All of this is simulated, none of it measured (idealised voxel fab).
The following process module bears the name voxel transistor to metal.
Pictured: cross-section cut, 295 nm wide, on a grid of 5 nm square cells.
If you're reading a cross-section in this doc, picture square cells in a grid; it comes to you as bands, top ones listed first down to the bottom, and a band can be one or more rows of cells.
Look at the band entry: it leads with the top's height and the bottom's height in nm. Then it lists the materials left to right, with a width in nm for each. The word "edge to edge" on a single material says that material fills the band edge to edge. The word "empty" is empty space.
Zero point of the height axis is 0; under it, received wafer = one material. Lowest band: continues down indefinitely, "z 0 and below".
Note: "30 to 40" means the width goes from the first number (top row of the band) to the second number (bottom row) in equal steps per row of cells.
Step marked "same as before"? Then no cell in the cross-section changed in it.
The label "Sealed cavities" introduces a list of the empty spaces, 8 cells or larger, that have no open way up to the top; each entry in it reads width x height at distance, where the distance is taken from the left edge and all three are stated in nm.
The remark found on a step's line after its settings is issued by the simulator itself and pertains to that step.
Regarding "overlay nm": on a step with a mask, it is the distance the mask lay to the right of its planned place; a negative value places it to the left.
### Process steps (planned)
1 op RECEIVE | material Si
2 op OXIDIZE | depth nm 5
3 op CONFORMAL_DEP | material SiN | thk nm 10
4 op PATTERN | tone cover | mask id ACTIVE | material resist | width nm 110 | pitch nm 130 | thk nm 15 | overlay nm 0
5 op DIRECTIONAL_ETCH | etch materials SiN | depth nm 10
6 op DIRECTIONAL_ETCH | etch materials SiO2 | depth nm 5
7 op DIRECTIONAL_ETCH | etch materials Si | depth nm 35
8 op STRIP | etch materials resist
9 op FILL_DEP | material SiO2 | thk nm 5
10 op CMP | height nm 10
11 op SELECTIVE_ETCH | etch materials SiO2 | depth nm 10
12 op STRIP | etch materials SiN
13 op SELECTIVE_ETCH | etch materials SiO2 | depth nm 5
14 op OXIDIZE | depth nm 5
15 op DIRECTIONAL_DEP | material polySi | thk nm 25
16 op DIRECTIONAL_DEP | material SiCN | thk nm 10
17 op MASKED_ETCH | tone cover | mask id GATE | width nm 30 | pitch nm 130 | etch materials SiCN | depth nm 20 | overlay nm 0
18 op MASKED_ETCH | tone cover | mask id GATE | width nm 30 | pitch nm 130 | etch materials polySi | depth nm 35 | overlay nm 0
19 op CONFORMAL_DEP | material SiN | thk nm 5
20 op DIRECTIONAL_ETCH | etch materials SiN | depth nm 5
21 op DIRECTIONAL_ETCH | etch materials SiO2 | depth nm 5
22 op DIRECTIONAL_ETCH | etch materials Si | depth nm 15
23 op EPI | material nSi | thk nm 15
24 op FILL_DEP | material SiO2 | thk nm 10
25 op CMP | height nm 20
26 op STRIP | etch materials polySi
27 op SELECTIVE_ETCH | etch materials SiO2 | depth nm 5
28 op CONFORMAL_DEP | material HfO2 | thk nm 5
29 op CONFORMAL_DEP | material TiN | thk nm 5
30 op FILL_DEP | material W | thk nm 5
31 op CMP | height nm 15
32 op DIRECTIONAL_DEP | material SiO2 | thk nm 15
33 op PATTERN | tone open | mask id CONTACT | material resist | width nm 15 | thk nm 20 | overlay nm 0
34 op DIRECTIONAL_ETCH | etch materials SiO2 | depth nm 40
35 op STRIP | etch materials resist
36 op CONFORMAL_DEP | material TiN | thk nm 5
37 op FILL_DEP | material Ru | thk nm 10
38 op CMP | height nm 30
39 op DIRECTIONAL_DEP | material TiN | thk nm 5
40 op DIRECTIONAL_DEP | material W | thk nm 15
41 op PATTERN | tone cover | mask id METAL_1 | material resist | width nm 15 | thk nm 20 | overlay nm 0
42 op DIRECTIONAL_ETCH | etch materials W | depth nm 15
43 op DIRECTIONAL_ETCH | etch materials TiN | depth nm 5
44 op STRIP | etch materials resist
45 op CONFORMAL_DEP | material SiCN | thk nm 5
46 op FILL_DEP | material lowk | thk nm 10
47 op CMP | height nm 50
48 op CONFORMAL_DEP | material SiCN | thk nm 5
Heads up: all these wafers start the same, and what changes between them is the depth nm in step 27. The value you see in the plan is just what the first wafer got.
### The first of several wafers in cross-section, exactly as it reached us after step 1
- z 0 and below = Si edge to edge
- Sealed cavities: none
### Note: the following table is arranged by wafer, a row apiece. Each row reports the end-of-module state: per material, cells gained (+) or cells lost (-) compared with the wafer as received; closed voids follow
depth nm 5, +32 HfO2, +16 Ru, -292 Si, +130 SiCN, +16 SiN, +362 SiO2, +100 TiN, +48 W, +117 lowk, +120 nSi, Sealed cavities: none
depth nm 10, +75 HfO2, +8 Ru, -292 Si, +130 SiCN, +16 SiN, +367 SiO2, +60 TiN, +48 W, +117 lowk, +120 nSi, Sealed cavities: none
depth nm 15, +79 HfO2, +8 Ru, -292 Si, +130 SiCN, +16 SiN, +324 SiO2, +99 TiN, +48 W, +117 lowk, +120 nSi, Sealed cavities: none
depth nm 20, +83 HfO2, +8 Ru, -292 Si, +130 SiCN, +16 SiN, +293 SiO2, +103 TiN, +71 W, +117 lowk, +120 nSi, Sealed cavities: none
